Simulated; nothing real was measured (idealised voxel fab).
Title: Process Module voxel wiring stack
The cross-section on display is named cut; it measures 150 nm wide, and its cells are 5 nm squares.
Just so we're on the same page, the cross-sections are grids of square cells, and they're listed out in bands top to bottom, each band one or more rows deep. The entry gives the band's vertical extent as a top height and a bottom height in nm, then its horizontal make-up as materials from left to right, each with a width in nm. "air" stands for empty space; a single material marked "edge to edge" fills the band edge to edge. Heights are reckoned from 0. Under this level, the received wafer is all of one material. The bottommost band is open-ended downward, for example "0 down". The width entry "30 to 40" should be interpreted row by row: the top row of cells in the band takes the first number, the bottom row takes the second number, and the change between adjacent rows is uniform throughout. Where the words "nothing got changed" appear for a step, the cross-section shows no cell changed by that step; every cell remained as before. Empty spaces without an open route to the top, at least 8 cells in extent, make up the entry "Unvented voids"; each is given as width x height at distance, where the distance is measured from the left edge, and all are in nm. On each step's line, the part that comes after the settings is the simulator's own comment on the step. overlay nm: right-of-plan distance of the mask on a masked step; negative values mean left-of-plan.
Below is the list of planned process steps
1: RECEIVE,material Si
2: CONFORMAL_DEP,material SiO2,thk nm 10
3: DIRECTIONAL_DEP,material TiN,thk nm 5
4: DIRECTIONAL_DEP,material W,thk nm 20
5: MASKED_ETCH,tone cover,mask id METAL_1,width nm 20,pitch nm 35,etch materials W,depth nm 20,overlay nm 0
6: MASKED_ETCH,tone cover,mask id METAL_1,width nm 20,pitch nm 35,etch materials TiN,depth nm 5,overlay nm 0
7: FILL_DEP,material lowk,thk nm 10
8: CMP,height nm 35
9: CONFORMAL_DEP,material SiCN,thk nm 5
10: DIRECTIONAL_DEP,material SiO2,thk nm 20
11: MASKED_ETCH,tone open,mask id PLUG_1,width nm 15,etch materials SiO2,depth nm 20,overlay nm 0
12: MASKED_ETCH,tone open,mask id PLUG_1,width nm 15,etch materials SiCN,depth nm 5,overlay nm 0
13: CONFORMAL_DEP,material TiN,thk nm 5
14: FILL_DEP,material Ru,thk nm 5
15: CMP,height nm 60
16: CONFORMAL_DEP,material SiCN,thk nm 5
17: DIRECTIONAL_DEP,material lowk,thk nm 25
18: DIRECTIONAL_DEP,material aC,thk nm 10
19: PATTERN,tone open,mask id METAL_2,material resist,width nm 20,pitch nm 35,thk nm 25,overlay nm 0
20: DIRECTIONAL_ETCH,etch materials aC,depth nm 10
21: STRIP,etch materials resist
22: DIRECTIONAL_ETCH,etch materials lowk,depth nm 25
23: DIRECTIONAL_ETCH,etch materials SiCN,depth nm 5
24: STRIP,etch materials aC
25: CONFORMAL_DEP,material TiN,thk nm 5
26: FILL_DEP,material Ru,thk nm 5
27: CMP,height nm 90
28: EPI,material Ru,thk nm 5
29: FILL_DEP,material SiCN,thk nm 5
Cross-sectional view of the wafer in its as-received condition, corresponding to the state after step 1
    0 down = Si edge to edge
    Unvented voids: none
End-of-module XS, first of two wafers, run as planned
    100 to 95 = SiCN edge to edge
    95 to 90 = SiCN 40  Ru 30  SiCN 5  Ru 30  SiCN 45
    90 to 65 = lowk 45  TiN 5  Ru 10  TiN 5  lowk 15  TiN 5  Ru 10  TiN 5  lowk 50
    65 to 60 = SiCN 45  TiN 20  SiCN 15  TiN 20  SiCN 50
    60 to 40 = SiO2 45  TiN 5  Ru 5  TiN 5  SiO2 90
    40 to 35 = SiCN 45  TiN 15  SiCN 90
    35 to 15 = lowk 45  W 20  lowk 15  W 20  lowk 50
    15 to 10 = lowk 45  TiN 20  lowk 15  TiN 20  lowk 50
    10 to 0 = SiO2 edge to edge
    0 down = Si edge to edge
    Unvented voids: none
The second wafer, shown in cross-section after the module: started the same way as the first and given the same plan, yet one mistake crept into how it was run
    100 to 95 = SiCN edge to edge
    95 to 90 = Ru edge to edge
    90 to 85 = TiN 50  Ru 10  TiN 25  Ru 10  TiN 55
    85 to 65 = lowk 45  TiN 5  Ru 10  TiN 5  lowk 15  TiN 5  Ru 10  TiN 5  lowk 50
    65 to 60 = SiCN 45  TiN 20  SiCN 15  TiN 20  SiCN 50
    60 to 40 = SiO2 45  TiN 5  Ru 5  TiN 5  SiO2 90
    40 to 35 = SiCN 45  TiN 15  SiCN 90
    35 to 15 = lowk 45  W 20  lowk 15  W 20  lowk 50
    15 to 10 = lowk 45  TiN 20  lowk 15  TiN 20  lowk 50
    10 to 0 = SiO2 edge to edge
    0 down = Si edge to edge
    Unvented voids: none
Short version of what went wrong: step 17 ran as: DIRECTIONAL_DEP,material lowk,thk nm 20
Materials where the second wafer ends with more or fewer cells than the first: 18 more of Ru | 18 fewer of SiCN | 22 more of TiN | 22 fewer of lowk
